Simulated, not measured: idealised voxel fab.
Title: Process Module voxel wiring stack
cross-section cut | 230 nm wide | cells 5 nm
Cross-section = grid of square cells, listed top down in bands; band = one or more rows.
It is stipulated that each band's entry specify, in nanometres, the height of the top of the band and then that of its bottom, followed by the materials of the band in left-to-right sequence, each together with its width in nanometres. A single material marked by the word "edge to edge" is understood to fill the band from edge to edge; the word "blank" is understood to denote empty space.
Measure heights from 0. That's the level where, below it, the as-received wafer is all one material. The lowest band is bottomless and extends downward; write it as in "0 down".
Graded width ("30->40"): value in top row of band = first number; value in bottom row = second number; row-to-row change constant.
Key: "nothing got changed" - step with no changed cell in the cross-section.
"Sealed voids": sealed empty spaces, 8 cells or more, no open way to top, listed width x height at distance, with distance from the left edge and width, height and distance in nm.
Step line, after settings: the simulator's comment on this step.
On any step carrying a mask, the "overlay nm" setting, if present on the step's line, tells how far right of its planned place the mask lay; negative values point to the left.

## The following list gives the planned process steps
1. op RECEIVE | material Si
2. op CONFORMAL_DEP | material SiO2 | thk nm 10
3. op DIRECTIONAL_DEP | material TiN | thk nm 5
4. op DIRECTIONAL_DEP | material W | thk nm 20
5. op PATTERN | tone cover | mask id METAL_1 | material resist | width nm 25 | pitch nm 40 | thk nm 20 | overlay nm 0
6. op DIRECTIONAL_ETCH | etch materials W | depth nm 20
7. op DIRECTIONAL_ETCH | etch materials TiN | depth nm 5
8. op STRIP | etch materials resist
9. op CONFORMAL_DEP | material SiN | thk nm 5
10. op FILL_DEP | material SiO2 | thk nm 10
11. op CMP | height nm 35
12. op CONFORMAL_DEP | material SiCN | thk nm 5
13. op DIRECTIONAL_DEP | material lowk | thk nm 15
14. op MASKED_ETCH | tone open | mask id PLUG_1 | width nm 15 | pitch nm 80 | etch materials lowk | depth nm 15 | overlay nm 0
15. op MASKED_ETCH | tone open | mask id PLUG_1 | width nm 15 | pitch nm 80 | etch materials SiCN | depth nm 5 | overlay nm 0
16. op EPI | material Ru | thk nm 10
17. op EPI | material Ru | thk nm 10
18. op DIRECTIONAL_DEP | material TiN | thk nm 5
19. op DIRECTIONAL_DEP | material Ru | thk nm 15
20. op DIRECTIONAL_DEP | material aC | thk nm 10
21. op PATTERN | tone cover | mask id METAL_2 | material resist | width nm 25 | pitch nm 40 | thk nm 30 | overlay nm 0
22. op DIRECTIONAL_ETCH | etch materials aC | depth nm 10
23. op STRIP | etch materials resist
24. op DIRECTIONAL_ETCH | etch materials Ru | depth nm 15
25. op DIRECTIONAL_ETCH | etch materials TiN | depth nm 5
26. op STRIP | etch materials aC
27. op CONFORMAL_DEP | material SiCN | thk nm 5
28. op FILL_DEP | material lowk | thk nm 5
29. op CMP | height nm 75
30. op CONFORMAL_DEP | material SiCN | thk nm 5
31. op DIRECTIONAL_DEP | material SiO2 | thk nm 35
32. op MASKED_ETCH | tone open | mask id METAL_3_HOLES | width nm 15 | pitch nm 40 | etch materials SiO2 | depth nm 35 | overlay nm 0
33. op DIRECTIONAL_DEP | material aC | thk nm 15
34. op PATTERN | tone open | mask id METAL_3 | material resist | width nm 25 | pitch nm 40 | thk nm 30 | overlay nm 0
35. op DIRECTIONAL_ETCH | etch materials aC | depth nm 15
36. op STRIP | etch materials resist
37. op DIRECTIONAL_ETCH | etch materials SiO2 | depth nm 20
38. op DIRECTIONAL_ETCH | etch materials SiCN | depth nm 5
39. op STRIP | etch materials aC
40. op CONFORMAL_DEP | material TiN | thk nm 5
41. op FILL_DEP | material Cu | thk nm 10
42. op CMP | height nm 115
43. op CONFORMAL_DEP | material SiCN | thk nm 5
44. op DIRECTIONAL_DEP | material lowk | thk nm 25
45. op DIRECTIONAL_DEP | material aC | thk nm 15
46. op PATTERN | tone open | mask id METAL_4_HOLES | material resist | width nm 15 | pitch nm 40 | thk nm 35 | overlay nm 0
47. op DIRECTIONAL_ETCH | etch materials aC | depth nm 15
48. op STRIP | etch materials resist
49. op DIRECTIONAL_ETCH | etch materials lowk | depth nm 25
50. op STRIP | etch materials aC
51. op MASKED_ETCH | tone open | mask id METAL_4 | width nm 25 | pitch nm 40 | etch materials lowk | depth nm 15 | overlay nm 0
52. op MASKED_ETCH | tone open | mask id METAL_4 | width nm 25 | pitch nm 40 | etch materials SiCN | depth nm 5 | overlay nm 0
53. op CONFORMAL_DEP | material TiN | thk nm 5
54. op FILL_DEP | material Ru | thk nm 10
55. op CMP | height nm 145
56. op CONFORMAL_DEP | material SiCN | thk nm 5

## So this is the incoming wafer in cross-section - it's already been through step 1
	0 down = Si edge to edge
	Sealed voids: none

## The first of the two wafers as seen in cross-section once the module was finished; processing followed the plan
	150 to 145 = SiCN edge to edge
	145 to 135 = lowk 60 nm | TiN 5 nm | Ru 15 nm | TiN 5 nm | lowk 15 nm | TiN 5 nm | Ru 15 nm | TiN 5 nm | lowk 15 nm | TiN 5 nm | Ru 15 nm | TiN 5 nm | lowk 65 nm
	135 to 130 = lowk 60 nm | TiN 5 nm | Ru 5 nm | TiN 15 nm | lowk 15 nm | TiN 5 nm | Ru 5 nm | TiN 15 nm | lowk 15 nm | TiN 5 nm | Ru 5 nm | TiN 15 nm | lowk 65 nm
	130 to 120 = lowk 60 nm | TiN 5 nm | Ru 5 nm | TiN 5 nm | lowk 25 nm | TiN 5 nm | Ru 5 nm | TiN 5 nm | lowk 25 nm | TiN 5 nm | Ru 5 nm | TiN 5 nm | lowk 75 nm
	120 to 115 = SiCN 60 nm | TiN 15 nm | SiCN 25 nm | TiN 15 nm | SiCN 25 nm | TiN 15 nm | SiCN 75 nm
	115 to 100 = SiO2 60 nm | TiN 5 nm | Cu 15 nm | TiN 5 nm | SiO2 15 nm | TiN 5 nm | Cu 15 nm | TiN 5 nm | SiO2 15 nm | TiN 5 nm | Cu 15 nm | TiN 5 nm | SiO2 65 nm
	100 to 95 = SiO2 60 nm | TiN 5 nm | Cu 5 nm | TiN 15 nm | SiO2 15 nm | TiN 5 nm | Cu 5 nm | TiN 15 nm | SiO2 15 nm | TiN 5 nm | Cu 5 nm | TiN 15 nm | SiO2 65 nm
	95 to 80 = SiO2 60 nm | TiN 5 nm | Cu 5 nm | TiN 5 nm | SiO2 25 nm | TiN 5 nm | Cu 5 nm | TiN 5 nm | SiO2 25 nm | TiN 5 nm | Cu 5 nm | TiN 5 nm | SiO2 75 nm
	80 to 75 = SiCN 60 nm | TiN 15 nm | SiCN 25 nm | TiN 15 nm | SiCN 25 nm | TiN 15 nm | SiCN 75 nm
	75 to 60 = lowk 55 nm | SiCN 5 nm | Ru 25 nm | SiCN 5 nm | lowk 5 nm | SiCN 5 nm | Ru 25 nm | SiCN 5 nm | lowk 5 nm | SiCN 5 nm | Ru 25 nm | SiCN 5 nm | lowk 60 nm
	60 to 55 = SiCN 60 nm | TiN 25 nm | SiCN 15 nm | TiN 25 nm | SiCN 15 nm | TiN 25 nm | SiCN 65 nm
	55 to 40 = lowk 60 nm | Ru 15 nm | lowk 65 nm | Ru 15 nm | lowk 75 nm
	40 to 35 = SiCN 60 nm | Ru 15 nm | SiCN 65 nm | Ru 15 nm | SiCN 75 nm
	35 to 15 = SiO2 55 nm | SiN 5 nm | W 25 nm | SiN 5 nm | SiO2 5 nm | SiN 5 nm | W 25 nm | SiN 5 nm | SiO2 5 nm | SiN 5 nm | W 25 nm | SiN 5 nm | SiO2 60 nm
	15 to 10 = SiN 60 nm | TiN 25 nm | SiN 15 nm | TiN 25 nm | SiN 15 nm | TiN 25 nm | SiN 65 nm
	10 to 0 = SiO2 edge to edge
	0 down = Si edge to edge
	Sealed voids: none

## Now the second wafer, cross-sectioned at the end of the module. Nothing different at the start, nothing different in the plan compared with the first, just one mistake when it was actually run
	150 to 145 = SiCN edge to edge
	145 to 135 = lowk 60 nm | TiN 5 nm | Ru 15 nm | TiN 5 nm | lowk 15 nm | TiN 5 nm | Ru 15 nm | TiN 5 nm | lowk 15 nm | TiN 5 nm | Ru 15 nm | TiN 5 nm | lowk 65 nm
	135 to 130 = lowk 60 nm | TiN 5 nm | Ru 5 nm | TiN 15 nm | lowk 15 nm | TiN 5 nm | Ru 5 nm | TiN 15 nm | lowk 15 nm | TiN 5 nm | Ru 5 nm | TiN 15 nm | lowk 65 nm
	130 to 120 = lowk 60 nm | TiN 5 nm | Ru 5 nm | TiN 5 nm | lowk 25 nm | TiN 5 nm | Ru 5 nm | TiN 5 nm | lowk 25 nm | TiN 5 nm | Ru 5 nm | TiN 5 nm | lowk 75 nm
	120 to 115 = SiCN 60 nm | TiN 15 nm | SiCN 25 nm | TiN 15 nm | SiCN 25 nm | TiN 15 nm | SiCN 75 nm
	115 to 100 = SiO2 60 nm | TiN 5 nm | Cu 15 nm | TiN 5 nm | SiO2 15 nm | TiN 5 nm | Cu 15 nm | TiN 5 nm | SiO2 15 nm | TiN 5 nm | Cu 15 nm | TiN 5 nm | SiO2 65 nm
	100 to 95 = SiO2 60 nm | TiN 5 nm | Cu 5 nm | TiN 15 nm | SiO2 15 nm | TiN 5 nm | Cu 5 nm | TiN 15 nm | SiO2 15 nm | TiN 5 nm | Cu 5 nm | TiN 15 nm | SiO2 65 nm
	95 to 80 = SiO2 60 nm | TiN 5 nm | Cu 5 nm | TiN 5 nm | SiO2 25 nm | TiN 5 nm | Cu 5 nm | TiN 5 nm | SiO2 25 nm | TiN 5 nm | Cu 5 nm | TiN 5 nm | SiO2 75 nm
	80 to 70 = SiCN 60->75 nm | TiN 15->10 nm | SiCN 25->15 nm | TiN 15->25 nm | SiCN 25->30 nm | TiN 15->10 nm | SiCN 75->65 nm
	70 to 55 = lowk 60 nm | Ru 15 nm | lowk 65 nm | Ru 15 nm | lowk 75 nm
	55 to 50 = SiCN 60 nm | TiN 15 nm | SiCN 65 nm | TiN 15 nm | SiCN 75 nm
	50 to 40 = SiO2 edge to edge
	40 to 35 = SiO2 55 nm | SiN 35 nm | SiO2 5 nm | SiN 35 nm | SiO2 5 nm | SiN 35 nm | SiO2 60 nm
	35 to 15 = SiO2 55 nm | SiN 5 nm | W 25 nm | SiN 5 nm | SiO2 5 nm | SiN 5 nm | W 25 nm | SiN 5 nm | SiO2 5 nm | SiN 5 nm | W 25 nm | SiN 5 nm | SiO2 60 nm
	15 to 10 = SiN 60 nm | TiN 25 nm | SiN 15 nm | TiN 25 nm | SiN 15 nm | TiN 25 nm | SiN 65 nm
	10 to 0 = SiO2 edge to edge
	0 down = Si edge to edge
	Sealed voids: none
Deviation from plan: yeah, step 11 of the plan got skipped, never ran
Final difference in cells, second wafer against first, listed per material as more or fewer: Ru: 51 fewer | SiCN: 12 fewer | SiN: 21 more | SiO2: 117 more | lowk: 75 fewer
